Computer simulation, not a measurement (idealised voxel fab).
Process module under the name voxel released beams
Section cut is 195 nm wide and gridded with 5 nm square cells.
Cross-section, as written here: a square-cell grid given band by band from the top down, where a band holds one or more rows of cells. For a band, the entry starts with two heights in nm, that of the top and then that of the bottom, and carries on with the band's materials in order from left to right, each alongside its width in nm; the word "throughout" beside a single material means it fills the band edge to edge, and "empty" means empty space. Below 0: as-received wafer, all one material; heights counted from there. Lowest band: no bottom, goes on down, written "0 down". Width: "30..40" (first number = top row, second number = bottom row, same change from row to row of cells). The designation "nothing changed", where it is given for a processing step, indicates that no cell of the cross-section was altered in the course of that step. Closed-off voids of 8+ cells (no open route to the top) go in "Voids, enclosed", written width x height at distance from the left edge, in nm. Anything after a step's settings on that line? It's the simulator's own note about the step. If you see "overlay nm" on a step's line and that step has a mask, it's telling you how far right of where it was planned the mask ended up; a negative number means it went left instead.

-- The planned process steps are enumerated hereunder
step 1: RECEIVE: material Si
step 2: CONFORMAL_DEP: material SiN, thk nm 10
step 3: DIRECTIONAL_DEP: material SiO2, thk nm 20
step 4: MASKED_ETCH: tone open, mask id ANCHOR, width nm 45, etch materials SiO2, depth nm 20, overlay nm 0
step 5: CONFORMAL_DEP: material TiN, thk nm 15
step 6: PATTERN: tone cover, mask id BEAM, material resist, width nm 125, thk nm 15, overlay nm 0
step 7: DIRECTIONAL_ETCH: etch materials TiN, depth nm 15
step 8: STRIP: etch materials resist
step 9: STRIP: etch materials SiO2

-- Cross-section of the wafer at receipt, which is the condition after step 1
    0 down = Si throughout
    Voids, enclosed: none

-- Cross-sectional view of the first of the two wafers upon completion of the module, processed in accordance with the plan
    45 to 30 = 30 empty  20 TiN  15 empty  90 TiN  40 empty
    30 to 25 = 35 empty  15 TiN  15 empty  15 TiN  115 empty
    25 to 10 = 35 empty  45 TiN  115 empty
    10 to 0 = SiN throughout
    0 down = Si throughout
    Voids, enclosed: none

-- Cross-sectional image of the second wafer of the two following completion of the module. Starting state and process plan were the same as for the first wafer; one execution error occurred
    45 to 30 = 30 empty  20 TiN  15 empty  90 TiN  40 empty
    30 to 25 = 35 empty  15 TiN  15 empty  15 TiN  115 empty
    25 to 10 = 35 empty  45 TiN  115 empty
    10 to 0 = TiN throughout
    0 down = Si throughout
    Voids, enclosed: none
Finding, execution versus plan: rather than as planned, step 2 actually ran as CONFORMAL_DEP: material TiN, thk nm 10
FYI, end of process, the second wafer has more or fewer cells of some materials than the first: SiN: 78 fewer; TiN: 78 more
